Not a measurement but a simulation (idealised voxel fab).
You're looking at the process module voxel wiring stack.
The figure presents cross-section cut, which has a width of 220 nm and is divided into square cells with an edge length of 5 nm.
Reading order for cross-sections: top band down to bottom band. Underlying form: a grid of square cells. Band size: one or more rows of cells.
It is stipulated that each band's entry specify, in nanometres, the height of the top of the band and then that of its bottom, followed by the materials of the band in left-to-right sequence, each together with its width in nanometres. A single material marked by the word "edge to edge" is understood to fill the band from edge to edge; the word "air" is understood to denote empty space.
Height 0 is the level under which the wafer as received is all one material. The lowest band goes on downwards, as in "0 nm and below".
A two-number width, for instance "30 to 40", indicates that the width is equal to the first number in the top row of the band and to the second number in the bottom row, and that it changes by a constant amount per row of cells.
For the purposes of this document, the phrase "remained unchanged" attached to a step denotes that no cell within the cross-section was modified by that step.
"Fully enclosed voids": sealed empty spaces, 8 cells or more, no open way to top, listed width x height at distance, with distance from the left edge and width, height and distance in nm.
Past the settings on a step's line: simulator remark, on that step.
The optional step-line setting "overlay nm" applies to steps with a mask and quantifies how far to the right of its planned location the mask lay, a negative value indicating leftward placement.
# So here's the lineup of process steps we planned
1,op RECEIVE | material Si
2,op CONFORMAL_DEP | material SiO2 | thk nm 10
3,op DIRECTIONAL_DEP | material TiN | thk nm 5
4,op DIRECTIONAL_DEP | material Ru | thk nm 20
5,op DIRECTIONAL_DEP | material aC | thk nm 15
6,op PATTERN | tone cover | mask id METAL_1 | material resist | width nm 20 | pitch nm 45 | thk nm 35 | overlay nm 0
7,op DIRECTIONAL_ETCH | etch materials aC | depth nm 15
8,op STRIP | etch materials resist
9,op DIRECTIONAL_ETCH | etch materials Ru | depth nm 20
10,op DIRECTIONAL_ETCH | etch materials TiN | depth nm 5
11,op STRIP | etch materials aC
12,op CONFORMAL_DEP | material SiCN | thk nm 5
13,op FILL_DEP | material lowk | thk nm 5
14,op CMP | height nm 35
15,op CONFORMAL_DEP | material SiCN | thk nm 5
16,op DIRECTIONAL_DEP | material lowk | thk nm 15
17,op DIRECTIONAL_DEP | material aC | thk nm 10
18,op PATTERN | tone open | mask id PLUG_1 | material resist | width nm 15 | pitch nm 45 | thk nm 25 | overlay nm 0
19,op DIRECTIONAL_ETCH | etch materials aC | depth nm 10
20,op STRIP | etch materials resist
21,op DIRECTIONAL_ETCH | etch materials lowk | depth nm 15
22,op DIRECTIONAL_ETCH | etch materials SiCN | depth nm 5
23,op STRIP | etch materials aC
24,op EPI | material Ru | thk nm 10
25,op EPI | material Ru | thk nm 10
26,op DIRECTIONAL_DEP | material TiN | thk nm 5
27,op DIRECTIONAL_DEP | material W | thk nm 25
28,op DIRECTIONAL_DEP | material aC | thk nm 15
29,op PATTERN | tone cover | mask id METAL_2 | material resist | width nm 20 | pitch nm 45 | thk nm 30 | overlay nm 0
30,op DIRECTIONAL_ETCH | etch materials aC | depth nm 15
31,op STRIP | etch materials resist
32,op DIRECTIONAL_ETCH | etch materials W | depth nm 25
33,op DIRECTIONAL_ETCH | etch materials TiN | depth nm 5
34,op STRIP | etch materials aC
35,op FILL_DEP | material lowk | thk nm 10
36,op CMP | height nm 85
37,op CONFORMAL_DEP | material SiCN | thk nm 5
38,op DIRECTIONAL_DEP | material lowk | thk nm 30
39,op PATTERN | tone open | mask id METAL_3 | material resist | width nm 20 | pitch nm 45 | thk nm 20 | overlay nm 0
40,op DIRECTIONAL_ETCH | etch materials lowk | depth nm 15
41,op STRIP | etch materials resist
42,op MASKED_ETCH | tone open | mask id METAL_3_HOLES | width nm 15 | pitch nm 45 | etch materials lowk | depth nm 15 | overlay nm 0
43,op MASKED_ETCH | tone open | mask id METAL_3_HOLES | width nm 15 | pitch nm 45 | etch materials SiCN | depth nm 5 | overlay nm 0
44,op CONFORMAL_DEP | material TiN | thk nm 5
45,op FILL_DEP | material Cu | thk nm 5
46,op CMP | height nm 120
47,op CONFORMAL_DEP | material SiN | thk nm 5
# Wafer at receipt (post step 1), cross-section
- 0 nm and below: Si edge to edge
- Fully enclosed voids: none
# Final cross-section, module run with one mistake (start and plan as above)
- 125 nm to 120 nm: SiN edge to edge
- 120 nm to 110 nm: 75 lowk, 5 TiN, 10 Cu, 5 TiN, 25 lowk, 5 TiN, 10 Cu, 5 TiN, 80 lowk
- 110 nm to 105 nm: 75 lowk, 5 TiN, 5 Cu, 10 TiN, 25 lowk, 5 TiN, 5 Cu, 10 TiN, 80 lowk
- 105 nm to 90 nm: 75 lowk, 5 TiN, 5 Cu, 5 TiN, 30 lowk, 5 TiN, 5 Cu, 5 TiN, 85 lowk
- 90 nm to 85 nm: 75 SiCN, 15 TiN, 30 SiCN, 15 TiN, 85 SiCN
- 85 nm to 60 nm: 80 lowk, 20 W, 25 lowk, 20 W, 75 lowk
- 60 nm to 55 nm: 80 lowk, 20 TiN, 25 lowk, 20 TiN, 75 lowk
- 55 nm to 40 nm: 75 lowk, 15 Ru, 30 lowk, 15 Ru, 85 lowk
- 40 nm to 35 nm: 75 SiCN, 15 Ru, 30 SiCN, 15 Ru, 85 SiCN
- 35 nm to 15 nm: 70 lowk, 5 SiCN, 20 Ru, 5 SiCN, 15 lowk, 5 SiCN, 20 Ru, 5 SiCN, 75 lowk
- 15 nm to 10 nm: 75 SiCN, 20 TiN, 25 SiCN, 20 TiN, 80 SiCN
- 10 nm to 0 nm: SiO2 edge to edge
- 0 nm and below: Si edge to edge
- Fully enclosed voids: none
Plan not followed: step 29 ran differently from the plan; actual operation with settings: op PATTERN | tone cover | mask id METAL_2 | material resist | width nm 20 | pitch nm 45 | thk nm 30 | overlay nm 5
